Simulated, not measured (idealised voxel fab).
The following is a process module called voxel capacitor over wiring.
Cross-sectional view cut (width: 230 nm; square cell size: 5 nm).
A cross-section in this document is a grid of square cells, and it is written down as bands, the top band listed before the ones below it; a band is made up of one or more rows of cells.
Band: top and bottom heights (nm) first, top before bottom; then materials from left to right, widths in nm. "all across" marks a sole material filling the band edge to edge. "blank" denotes empty space.
Where do heights start? At 0: under that level the wafer as delivered is made of one material only. And the lowest band has no floor; it just carries on downward, as in "0 -> down".
The width entry "30->40" should be interpreted row by row: the top row of cells in the band takes the first number, the bottom row takes the second number, and the change between adjacent rows is uniform throughout.
"nothing different" means the step left every cell of the cross-section as it was.
Empty spaces without an open route to the top, at least 8 cells in extent, make up the entry "Voids, fully enclosed"; each is given as width x height at distance, where the distance is measured from the left edge, and all are in nm.
after a step's settings: what the simulator itself notes on the step
"overlay nm" on a masked step: distance the mask lay right of its planned place, negative for left.
Steps planned for the process:
step 1: op RECEIVE | material Si
step 2: op CONFORMAL_DEP | material SiO2 | thk nm 15
step 3: op CONFORMAL_DEP | material SiCN | thk nm 5
step 4: op DIRECTIONAL_DEP | material lowk | thk nm 25
step 5: op DIRECTIONAL_DEP | material aC | thk nm 15
step 6: op PATTERN | tone open | mask id METAL_1 | material resist | width nm 25 | pitch nm 95 | thk nm 35 | overlay nm 0
step 7: op DIRECTIONAL_ETCH | etch materials aC | depth nm 15
step 8: op STRIP | etch materials resist
step 9: op DIRECTIONAL_ETCH | etch materials lowk | depth nm 25
step 10: op DIRECTIONAL_ETCH | etch materials SiCN | depth nm 5
step 11: op STRIP | etch materials aC
step 12: op CONFORMAL_DEP | material TiN | thk nm 5
step 13: op FILL_DEP | material Ru | thk nm 5
step 14: op CMP | height nm 45
step 15: op CONFORMAL_DEP | material SiCN | thk nm 5
step 16: op DIRECTIONAL_DEP | material lowk | thk nm 15
step 17: op DIRECTIONAL_DEP | material aC | thk nm 15
step 18: op PATTERN | tone open | mask id PLUG_1 | material resist | width nm 15 | thk nm 30 | overlay nm -15
step 19: op DIRECTIONAL_ETCH | etch materials aC | depth nm 15
step 20: op STRIP | etch materials resist
step 21: op DIRECTIONAL_ETCH | etch materials lowk | depth nm 15
step 22: op DIRECTIONAL_ETCH | etch materials SiCN | depth nm 5
step 23: op STRIP | etch materials aC
step 24: op CONFORMAL_DEP | material TiN | thk nm 5
step 25: op FILL_DEP | material W | thk nm 5
step 26: op CMP | height nm 65
step 27: op DIRECTIONAL_DEP | material TiN | thk nm 5
step 28: op DIRECTIONAL_DEP | material Al2O3 | thk nm 5
step 29: op DIRECTIONAL_DEP | material TiN | thk nm 5
step 30: op DIRECTIONAL_DEP | material aC | thk nm 10
step 31: op PATTERN | tone cover | mask id UPPER_PLATE | material resist | width nm 75 | thk nm 30 | overlay nm 0
step 32: op DIRECTIONAL_ETCH | etch materials aC | depth nm 10
step 33: op STRIP | etch materials resist
step 34: op DIRECTIONAL_ETCH | etch materials TiN | depth nm 5
step 35: op DIRECTIONAL_ETCH | etch materials Al2O3 | depth nm 5
step 36: op STRIP | etch materials aC
step 37: op MASKED_ETCH | tone cover | mask id LOWER_PLATE | width nm 85 | etch materials TiN | depth nm 5 | overlay nm 0
step 38: op FILL_DEP | material SiO2 | thk nm 20
step 39: op CMP | height nm 95
step 40: op PATTERN | tone open | mask id PLUG_2 | material resist | width nm 15 | thk nm 15 | overlay nm 0
step 41: op DIRECTIONAL_ETCH | etch materials SiO2 | depth nm 15
step 42: op STRIP | etch materials resist
step 43: op CONFORMAL_DEP | material TiN | thk nm 5
step 44: op FILL_DEP | material Cu | thk nm 5
step 45: op CMP | height nm 95
step 46: op CONFORMAL_DEP | material SiCN | thk nm 5
Same starting wafers, different overlay nm at step 18. Plan value belongs to the first wafer.
first wafer as received, after step 1:
* 0 -> down | Si all across
* Voids, fully enclosed: none
Each row below is a wafer at the end of the module, listing for every material the number of cells it has gained (+) or lost (-) since it was received, followed by its closed voids:
overlay nm -15, +15 Al2O3, +2 Cu, +30 Ru, +125 SiCN, +358 SiO2, +78 TiN, +3 W, +309 lowk, Voids, fully enclosed: none
overlay nm -10, +15 Al2O3, +2 Cu, +30 Ru, +125 SiCN, +358 SiO2, +78 TiN, +3 W, +309 lowk, Voids, fully enclosed: none
overlay nm -5, +15 Al2O3, +2 Cu, +30 Ru, +125 SiCN, +358 SiO2, +78 TiN, +3 W, +309 lowk, Voids, fully enclosed: none
overlay nm 0, +15 Al2O3, +2 Cu, +30 Ru, +125 SiCN, +358 SiO2, +78 TiN, +3 W, +309 lowk, Voids, fully enclosed: none
overlay nm 5, +15 Al2O3, +2 Cu, +30 Ru, +125 SiCN, +358 SiO2, +78 TiN, +3 W, +309 lowk, Voids, fully enclosed: none
overlay nm 10, +15 Al2O3, +2 Cu, +30 Ru, +125 SiCN, +358 SiO2, +78 TiN, +3 W, +309 lowk, Voids, fully enclosed: none
overlay nm 15, +15 Al2O3, +2 Cu, +30 Ru, +125 SiCN, +358 SiO2, +78 TiN, +3 W, +309 lowk, Voids, fully enclosed: none
